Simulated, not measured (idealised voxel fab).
process module | voxel capacitor over wiring
cross-section cut | 205 nm wide | cells 5 nm
A cross-section is a grid of square cells, given in bands from the top down. A band is one or more rows of cells.
Each band's line starts with the height of the band's top and of its bottom, in nm. Then come its materials from left to right, each with its width in nm. One material with "throughout" fills the band from edge to edge. "air" is empty space.
Height 0 is the level under which the wafer as received is all one material. The lowest band goes on downwards, as in "0 down".
A width such as "30 to 40" changes by the same amount from each row of cells to the next, from the band's top row to its bottom row.
"no change" after a step means that no cell of the cross-section changed.
closed voids: empty space of 8 cells or more with no open way to the top, each as width x height at its distance from the left edge, in nm
after a step's settings: what the simulator itself notes on the step
overlay nm, on a step with a mask: how far to the right of its planned place the mask lay; to the left if negative
plan
1 op RECEIVE | material Si
2 op CONFORMAL_DEP | material SiO2 | thk nm 15
3 op CONFORMAL_DEP | material SiCN | thk nm 5
4 op DIRECTIONAL_DEP | material lowk | thk nm 25
5 op MASKED_ETCH | tone open | mask id METAL_1 | width nm 25 | pitch nm 90 | etch materials lowk | depth nm 25 | overlay nm 0
6 op MASKED_ETCH | tone open | mask id METAL_1 | width nm 25 | pitch nm 90 | etch materials SiCN | depth nm 5 | overlay nm 0
7 op CONFORMAL_DEP | material TiN | thk nm 5
8 op FILL_DEP | material Cu | thk nm 5
9 op CMP | height nm 45
10 op CONFORMAL_DEP | material SiCN | thk nm 5
11 op DIRECTIONAL_DEP | material lowk | thk nm 10
12 op DIRECTIONAL_DEP | material aC | thk nm 15
13 op PATTERN | tone open | mask id PLUG_1 | material resist | width nm 15 | thk nm 30 | overlay nm 0
14 op DIRECTIONAL_ETCH | etch materials aC | depth nm 15
15 op STRIP | etch materials resist
16 op DIRECTIONAL_ETCH | etch materials lowk | depth nm 10
17 op DIRECTIONAL_ETCH | etch materials SiCN | depth nm 5
18 op STRIP | etch materials aC
19 op EPI | material Ru | thk nm 10
20 op EPI | material Ru | thk nm 5
21 op DIRECTIONAL_DEP | material TiN | thk nm 5
22 op DIRECTIONAL_DEP | material SiN | thk nm 5
23 op DIRECTIONAL_DEP | material TiN | thk nm 5
24 op PATTERN | tone cover | mask id UPPER_PLATE | material resist | width nm 70 | thk nm 15 | overlay nm 0
25 op DIRECTIONAL_ETCH | etch materials TiN | depth nm 5
26 op DIRECTIONAL_ETCH | etch materials SiN | depth nm 5
27 op STRIP | etch materials resist
28 op DIRECTIONAL_DEP | material aC | thk nm 15
29 op PATTERN | tone cover | mask id LOWER_PLATE | material resist | width nm 80 | thk nm 35 | overlay nm 0
30 op DIRECTIONAL_ETCH | etch materials aC | depth nm 15
31 op STRIP | etch materials resist
32 op DIRECTIONAL_ETCH | etch materials TiN | depth nm 5
33 op STRIP | etch materials aC
34 op FILL_DEP | material SiO2 | thk nm 20
35 op CMP | height nm 90
36 op DIRECTIONAL_DEP | material aC | thk nm 15
37 op PATTERN | tone open | mask id PLUG_2 | material resist | width nm 15 | thk nm 35 | overlay nm 0
38 op DIRECTIONAL_ETCH | etch materials aC | depth nm 15
39 op STRIP | etch materials resist
40 op DIRECTIONAL_ETCH | etch materials SiO2 | depth nm 15
41 op STRIP | etch materials aC
42 op CONFORMAL_DEP | material TiN | thk nm 5
43 op FILL_DEP | material Cu | thk nm 10
44 op CMP | height nm 90
45 op CONFORMAL_DEP | material SiCN | thk nm 5
first wafer, as planned
as received, after step 1
  0 down: Si throughout
  closed voids: none
after step 2
  15 to 0: SiO2 throughout
  below 0: unchanged
after step 3
  20 to 15: SiCN throughout
  below 15: unchanged
after step 4
  45 to 20: lowk throughout
  below 20: unchanged
after step 5
  45 to 20: lowk 45 | air 25 | lowk 65 | air 25 | lowk 45
  below 20: unchanged
after step 6
  45 to 20: lowk 45 | air 25 | lowk 65 | air 25 | lowk 45
  20 to 15: SiCN 45 | air 25 | SiCN 65 | air 25 | SiCN 45
  below 15: unchanged
after step 7
  50 to 45: TiN 50 | air 15 | TiN 75 | air 15 | TiN 50
  45 to 20: lowk 45 | TiN 5 | air 15 | TiN 5 | lowk 65 | TiN 5 | air 15 | TiN 5 | lowk 45
  20 to 15: SiCN 45 | TiN 25 | SiCN 65 | TiN 25 | SiCN 45
  below 15: unchanged
after step 8
  55 to 50: Cu throughout
  50 to 45: TiN 50 | Cu 15 | TiN 75 | Cu 15 | TiN 50
  45 to 20: lowk 45 | TiN 5 | Cu 15 | TiN 5 | lowk 65 | TiN 5 | Cu 15 | TiN 5 | lowk 45
  below 20: unchanged
after step 9
  45 to 20: lowk 45 | TiN 5 | Cu 15 | TiN 5 | lowk 65 | TiN 5 | Cu 15 | TiN 5 | lowk 45
  below 20: unchanged
after step 10
  50 to 45: SiCN throughout
  below 45: unchanged
after step 11
  60 to 50: lowk throughout
  below 50: unchanged
after step 12
  75 to 60: aC throughout
  below 60: unchanged
after step 13
  105 to 75: resist 55 | air 15 | resist 135
  below 75: unchanged
after step 14
  90 to 75: resist 55 | air 15 | resist 135
  75 to 60: aC 55 | air 15 | aC 135
  below 60: unchanged
after step 15
  75 to 60: aC 55 | air 15 | aC 135
  below 60: unchanged
after step 16
  75 to 60: aC 55 | air 15 | aC 135
  60 to 50: lowk 55 | air 15 | lowk 135
  below 50: unchanged
after step 17
  75 to 60: aC 55 | air 15 | aC 135
  60 to 50: lowk 55 | air 15 | lowk 135
  50 to 45: SiCN 55 | air 15 | SiCN 135
  below 45: unchanged
after step 18
  60 to 50: lowk 55 | air 15 | lowk 135
  below 50: unchanged
after step 19
  60 to 55: lowk 55 | air 15 | lowk 135
  55 to 50: lowk 55 | Ru 15 | lowk 135
  50 to 45: SiCN 55 | Ru 15 | SiCN 135
  below 45: unchanged
after step 20
  60 to 50: lowk 55 | Ru 15 | lowk 135
  below 50: unchanged
after step 21
  65 to 60: TiN throughout
  below 60: unchanged
after step 22
  70 to 65: SiN throughout
  below 65: unchanged
after step 23
  75 to 70: TiN throughout
  below 70: unchanged
after step 24
  90 to 75: air 55 | resist 70 | air 80
  below 75: unchanged
after step 25
  90 to 75: air 55 | resist 70 | air 80
  75 to 70: air 55 | TiN 70 | air 80
  below 70: unchanged
after step 26
  90 to 75: air 55 | resist 70 | air 80
  75 to 70: air 55 | TiN 70 | air 80
  70 to 65: air 55 | SiN 70 | air 80
  below 65: unchanged
after step 27
  75 to 70: air 55 | TiN 70 | air 80
  below 70: unchanged
after step 28
  90 to 80: air 55 | aC 70 | air 80
  80 to 75: aC throughout
  75 to 70: aC 55 | TiN 70 | aC 80
  70 to 65: aC 55 | SiN 70 | aC 80
  below 65: unchanged
after step 29
  125 to 90: air 50 | resist 80 | air 75
  90 to 80: air 50 | resist 5 | aC 70 | resist 5 | air 75
  below 80: unchanged
after step 30
  110 to 90: air 50 | resist 80 | air 75
  90 to 80: air 50 | resist 5 | aC 70 | resist 5 | air 75
  80 to 75: air 50 | aC 80 | air 75
  75 to 70: air 50 | aC 5 | TiN 70 | aC 5 | air 75
  70 to 65: air 50 | aC 5 | SiN 70 | aC 5 | air 75
  below 65: unchanged
after step 31
  90 to 80: air 55 | aC 70 | air 80
  below 80: unchanged
after step 32
  90 to 80: air 55 | aC 70 | air 80
  80 to 75: air 50 | aC 80 | air 75
  75 to 70: air 50 | aC 5 | TiN 70 | aC 5 | air 75
  70 to 65: air 50 | aC 5 | SiN 70 | aC 5 | air 75
  65 to 60: air 50 | TiN 80 | air 75
  below 60: unchanged
after step 33
  75 to 70: air 55 | TiN 70 | air 80
  70 to 65: air 55 | SiN 70 | air 80
  below 65: unchanged
after step 34
  95 to 75: SiO2 throughout
  75 to 70: SiO2 55 | TiN 70 | SiO2 80
  70 to 65: SiO2 55 | SiN 70 | SiO2 80
  65 to 60: SiO2 50 | TiN 80 | SiO2 75
  below 60: unchanged
after step 35
  90 to 75: SiO2 throughout
  below 75: unchanged
after step 36
  105 to 90: aC throughout
  below 90: unchanged
after step 37
  140 to 105: resist 65 | air 15 | resist 125
  below 105: unchanged
after step 38
  125 to 105: resist 65 | air 15 | resist 125
  105 to 90: aC 65 | air 15 | aC 125
  below 90: unchanged
after step 39
  105 to 90: aC 65 | air 15 | aC 125
  below 90: unchanged
after step 40
  105 to 90: aC 65 | air 15 | aC 125
  90 to 75: SiO2 65 | air 15 | SiO2 125
  below 75: unchanged
after step 41
  90 to 75: SiO2 65 | air 15 | SiO2 125
  below 75: unchanged
after step 42
  95 to 90: TiN 70 | air 5 | TiN 130
  90 to 80: SiO2 65 | TiN 5 | air 5 | TiN 5 | SiO2 125
  80 to 70: SiO2 65 to 55 | TiN 15 to 70 | SiO2 125 to 80
  below 70: unchanged
after step 43
  105 to 95: Cu throughout
  95 to 90: TiN 70 | Cu 5 | TiN 130
  90 to 80: SiO2 65 | TiN 5 | Cu 5 | TiN 5 | SiO2 125
  below 80: unchanged
after step 44
  90 to 80: SiO2 65 | TiN 5 | Cu 5 | TiN 5 | SiO2 125
  below 80: unchanged
after step 45
  95 to 90: SiCN throughout
  below 90: unchanged
second wafer: like start, like plan, one mistake. Through step 36 it matches the first wafer
when step 37 should have ended
  140 to 105: resist 75 | air 15 | resist 115
  below 105: unchanged
when step 38 should have ended
  125 to 105: resist 75 | air 15 | resist 115
  105 to 90: aC 75 | air 15 | aC 115
  below 90: unchanged
when step 39 should have ended
  105 to 90: aC 75 | air 15 | aC 115
  below 90: unchanged
when step 40 should have ended
  105 to 90: aC 75 | air 15 | aC 115
  90 to 75: SiO2 75 | air 15 | SiO2 115
  below 75: unchanged
when step 41 should have ended
  90 to 75: SiO2 75 | air 15 | SiO2 115
  below 75: unchanged
when step 42 should have ended
  95 to 90: TiN 80 | air 5 | TiN 120
  90 to 80: SiO2 75 | TiN 5 | air 5 | TiN 5 | SiO2 115
  80 to 70: SiO2 75 to 55 | TiN 15 to 70 | SiO2 115 to 80
  below 70: unchanged
when step 43 should have ended
  105 to 95: Cu throughout
  95 to 90: TiN 80 | Cu 5 | TiN 120
  90 to 80: SiO2 75 | TiN 5 | Cu 5 | TiN 5 | SiO2 115
  below 80: unchanged
when step 44 should have ended
  90 to 80: SiO2 75 | TiN 5 | Cu 5 | TiN 5 | SiO2 115
  below 80: unchanged
when step 45 should have ended
  95 to 90: SiCN throughout
  below 90: unchanged
what went wrong: step 37 ran as: op PATTERN | tone open | mask id PLUG_2 | material resist | width nm 15 | thk nm 35 | overlay nm 10
at the end the second wafer has, in cells: as many of each material as the first, in other places
